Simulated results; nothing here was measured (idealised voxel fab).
Process module name: voxel released beams
Square cell edge 5 nm, section width 220 nm, ID cut.
A cross-section in this document is a grid of square cells, and it is written down as bands, the top band listed before the ones below it; a band is made up of one or more rows of cells.
Quick guide to a band line: top height, bottom height (nm) up front; then every material left to right with its width in nm. Only one material and it's marked "throughout"? Then it fills the band edge to edge. And "air" just means empty space.
Convention: height 0 is the level below which the wafer, as received, is all one material. The lowest band does not terminate at the bottom but continues downward, represented as "0 -> down".
Width: "30->40" (first number = top row, second number = bottom row, same change from row to row of cells).
No cell of the cross-section changed in a step that is given as "remains unaltered".
Empty spaces without an open route to the top, at least 8 cells in extent, make up the entry "Closed void catalog"; each is given as width x height at distance, where the distance is measured from the left edge, and all are in nm.
Post-settings text on a step line: simulator's own remark regarding the step.
"overlay nm", when on a step's line for a step with a mask, measures how far to the right of its planned place the mask lay; a negative measure means to the left.

The following list gives the planned process steps
1) RECEIVE (material Si)
2) CONFORMAL_DEP (material Al2O3; thk nm 10)
3) DIRECTIONAL_DEP (material SiO2; thk nm 10)
4) DIRECTIONAL_DEP (material aC; thk nm 15)
5) PATTERN (tone open; mask id ANCHOR; material resist; width nm 35; thk nm 30; overlay nm 0)
6) DIRECTIONAL_ETCH (etch materials aC; depth nm 15)
7) STRIP (etch materials resist)
8) DIRECTIONAL_ETCH (etch materials SiO2; depth nm 10)
9) STRIP (etch materials aC)
10) CONFORMAL_DEP (material W; thk nm 10)
11) MASKED_ETCH (tone cover; mask id BEAM; width nm 110; etch materials W; depth nm 10; overlay nm 0)
12) STRIP (etch materials SiO2)

Cross-section of the wafer as it came to us, i.e., already through step 1
	0 -> down  Si throughout
	Closed void catalog: none

Cross-sectional view of the first of the two wafers upon completion of the module, processed in accordance with the plan
	30 -> 20  50 nm air  15 nm W  15 nm air  80 nm W  60 nm air
	20 -> 10  55 nm air  35 nm W  130 nm air
	10 -> 0  Al2O3 throughout
	0 -> down  Si throughout
	Closed void catalog: none

This cross-section belongs to the second wafer of two at the end of the module; the start and the plan were shared with the first, and the run included one mistake
	25 -> 15  50->55 nm air  10->5 nm W  25 nm air  75->5 nm W  60->130 nm air
	15 -> 10  55 nm air  35 nm W  130 nm air
	10 -> 0  Al2O3 throughout
	0 -> down  Si throughout
	Closed void catalog: none
Against the plan, the run slipped here: planned and actual differ for step 10; actual: CONFORMAL_DEP (material W; thk nm 5)
In the final state, the cell counts of the second wafer exceed or fall short of those of the first for the following materials: W -26
